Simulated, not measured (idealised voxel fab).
Proc. module: voxel self aligned vias
Pictured: cross-section cut, 225 nm wide, on a grid of 5 nm square cells.
Cross-section layout: square cells on a grid; listed as bands, top to bottom; a band spans one or more cell rows. It is stipulated that each band's entry specify, in nanometres, the height of the top of the band and then that of its bottom, followed by the materials of the band in left-to-right sequence, each together with its width in nanometres. A single material marked by the word "all across" is understood to fill the band from edge to edge; the word "air" is understood to denote empty space. Heads up on the height convention: 0 is the point under which the incoming wafer is all one material, and the lowest band has no bottom, it just keeps going down, like "from 0 down". Width: "30->40" (first number = top row, second number = bottom row, same change from row to row of cells). What does "remained the same" mean for a step? It means no cell of the cross-section changed in that step. Enclosed voids (no open way to top), threshold 8 cells or more, entry "Closed void listing", notation width x height at distance, distance from left edge, nm. Post-settings text on a step line: simulator's own remark regarding the step. "overlay nm" answers the question of how far to the right of plan the mask lay on a step that has a mask, and when it is negative the answer is to the left.
[The planned process steps are enumerated hereunder]
| 1 | RECEIVE,material Si |
| 2 | CONFORMAL_DEP,material SiO2,thk nm 15 |
| 3 | CONFORMAL_DEP,material SiCN,thk nm 5 |
| 4 | DIRECTIONAL_DEP,material SiO2,thk nm 20 |
| 5 | DIRECTIONAL_DEP,material aC,thk nm 15 |
| 6 | PATTERN,tone open,mask id LINES,material resist,width nm 20,pitch nm 55,thk nm 30,overlay nm 0 |
| 7 | DIRECTIONAL_ETCH,etch materials aC,depth nm 15 |
| 8 | STRIP,etch materials resist |
| 9 | DIRECTIONAL_ETCH,etch materials SiO2,depth nm 30 |
| 10 | STRIP,etch materials aC |
| 11 | CONFORMAL_DEP,material TiN,thk nm 5 |
| 12 | FILL_DEP,material Ru,thk nm 5 |
| 13 | CMP,height nm 50 |
| 14 | SELECTIVE_ETCH,etch materials W Ru TiN,depth nm 5 |
| 15 | FILL_DEP,material SiN,thk nm 10 |
| 16 | CMP,height nm 50 |
| 17 | DIRECTIONAL_DEP,material SiO2,thk nm 15 |
| 18 | PATTERN,tone open,mask id VIAS,material resist,width nm 40,pitch nm 55,thk nm 15,overlay nm 0 |
| 19 | DIRECTIONAL_ETCH,etch materials SiO2,depth nm 15 |
| 20 | DIRECTIONAL_ETCH,etch materials SiN,depth nm 5 |
| 21 | STRIP,etch materials resist |
| 22 | CONFORMAL_DEP,material TiN,thk nm 5 |
| 23 | FILL_DEP,material Cu,thk nm 5 |
| 24 | CMP,height nm 65 |
| 25 | CONFORMAL_DEP,material SiN,thk nm 5 |
Among the wafers covered here, the point of difference is the thk nm at step 4; their starting state is shared, and the plan presents the value of the first wafer.
[First of several wafers, received after step 1, in cross-section]
from 0 down: Si all across
Closed void listing: none
[Below, a row for every wafer. Read it as the end-of-module picture: for each material the wafer shows its cells gained (+) or lost (-) since it was received, and then its closed voids]
thk nm 20; +36 Cu; +16 Ru; +45 SiCN; +74 SiN; +370 SiO2; +89 TiN; Closed void listing: none
thk nm 25; +36 Cu; +16 Ru; +45 SiCN; +74 SiN; +407 SiO2; +52 TiN; Closed void listing: none
thk nm 30; +28 Cu; +16 Ru; +45 SiCN; +45 SiN; +444 SiO2; +52 TiN; Closed void listing: none
thk nm 35; +28 Cu; +12 Ru; +45 SiCN; +45 SiN; +452 SiO2; +48 TiN; Closed void listing: none
thk nm 40; +28 Cu; +8 Ru; +45 SiCN; +45 SiN; +460 SiO2; +44 TiN; Closed void listing: none
thk nm 45; +28 Cu; +4 Ru; +45 SiCN; +45 SiN; +468 SiO2; +40 TiN; Closed void listing: none
